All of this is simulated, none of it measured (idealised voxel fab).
Process module in this document: voxel trench capacitor
Square cells of 5 nm make up the cross-section cut, whose width is 260 nm.
Cross-sections here: square-cell grids, written as top-down lists of bands, a band being one or more rows of cells.
Band: top height; bottom height; in nm. Then, left to right: material with width in nm, for each material. "edge to edge": a single material spanning edge to edge. "empty": empty space.
Basically, 0 is our baseline, since under it the wafer straight out of the box is all one material. The bottom band has no lower end and keeps on going down, so it looks like "0..down".
Per-row width for "30 to 40": begins at first number (top row of band), ends at second number (bottom row), increment between rows held constant.
No cell of the cross-section changed in a step that is given as "no alteration".
"Voids lacking openings" specifies each empty space that is not open to the top and that occupies no fewer than 8 cells, using the form width x height at distance, the distance measured from the left edge and all three quantities in nm.
The remark found on a step's line after its settings is issued by the simulator itself and pertains to that step.
You can add "overlay nm" to a step's line. For a step with a mask, it describes how far the mask lay to the right of its planned position, and a negative number describes a lay to the left.

PROCESS STEPS - PLAN
1 RECEIVE: material Si
2 CONFORMAL_DEP: material SiN, thk nm 5
3 MASKED_ETCH: tone open, mask id TRENCH, width nm 30, pitch nm 45, etch materials SiN, depth nm 5, overlay nm 0
4 MASKED_ETCH: tone open, mask id TRENCH, width nm 30, pitch nm 45, etch materials Si, depth nm 40, overlay nm 0
5 CONFORMAL_DEP: material Al2O3, thk nm 5
6 CONFORMAL_DEP: material TiN, thk nm 5
7 FILL_DEP: material W, thk nm 5
8 CMP: height nm 5

WAFER AT RECEIPT (POST STEP 1), CROSS-SECTION
* 0..down | Si edge to edge
* Voids lacking openings: none

END-OF-MODULE CROSS-SECTION OF THE FIRST OF TWO WAFERS, PROCESSED AS PLANNED
* 5..0 | 70 of SiN, 5 of Al2O3, 5 of TiN, 10 of W, 5 of TiN, 5 of Al2O3, 15 of SiN, 5 of Al2O3, 5 of TiN, 10 of W, 5 of TiN, 5 of Al2O3, 15 of SiN, 5 of Al2O3, 5 of TiN, 10 of W, 5 of TiN, 5 of Al2O3, 70 of SiN
* 0..-30 | 70 of Si, 5 of Al2O3, 5 of TiN, 10 of W, 5 of TiN, 5 of Al2O3, 15 of Si, 5 of Al2O3, 5 of TiN, 10 of W, 5 of TiN, 5 of Al2O3, 15 of Si, 5 of Al2O3, 5 of TiN, 10 of W, 5 of TiN, 5 of Al2O3, 70 of Si
* -30..-35 | 70 of Si, 5 of Al2O3, 20 of TiN, 5 of Al2O3, 15 of Si, 5 of Al2O3, 20 of TiN, 5 of Al2O3, 15 of Si, 5 of Al2O3, 20 of TiN, 5 of Al2O3, 70 of Si
* -35..-40 | 70 of Si, 30 of Al2O3, 15 of Si, 30 of Al2O3, 15 of Si, 30 of Al2O3, 70 of Si
* -40..down | Si edge to edge
* Voids lacking openings: none

SECOND WAFER AT THE END: LIKE START, LIKE PLAN, ONE MISTAKE
* 5..0 | 70 of SiN, 5 of TiN, 5 of Al2O3, 10 of W, 5 of Al2O3, 5 of TiN, 15 of SiN, 5 of TiN, 5 of Al2O3, 10 of W, 5 of Al2O3, 5 of TiN, 15 of SiN, 5 of TiN, 5 of Al2O3, 10 of W, 5 of Al2O3, 5 of TiN, 70 of SiN
* 0..-30 | 70 of Si, 5 of TiN, 5 of Al2O3, 10 of W, 5 of Al2O3, 5 of TiN, 15 of Si, 5 of TiN, 5 of Al2O3, 10 of W, 5 of Al2O3, 5 of TiN, 15 of Si, 5 of TiN, 5 of Al2O3, 10 of W, 5 of Al2O3, 5 of TiN, 70 of Si
* -30..-35 | 70 of Si, 5 of TiN, 20 of Al2O3, 5 of TiN, 15 of Si, 5 of TiN, 20 of Al2O3, 5 of TiN, 15 of Si, 5 of TiN, 20 of Al2O3, 5 of TiN, 70 of Si
* -35..-40 | 70 of Si, 30 of TiN, 15 of Si, 30 of TiN, 15 of Si, 30 of TiN, 70 of Si
* -40..down | Si edge to edge
* Voids lacking openings: none
In executing the process, a mistake was made relative to the plan: sequence error: steps 5 and 6 interchanged
The closing comparison, in cells, has the second wafer with more or fewer of some materials than the first: -12 Al2O3 | +12 TiN
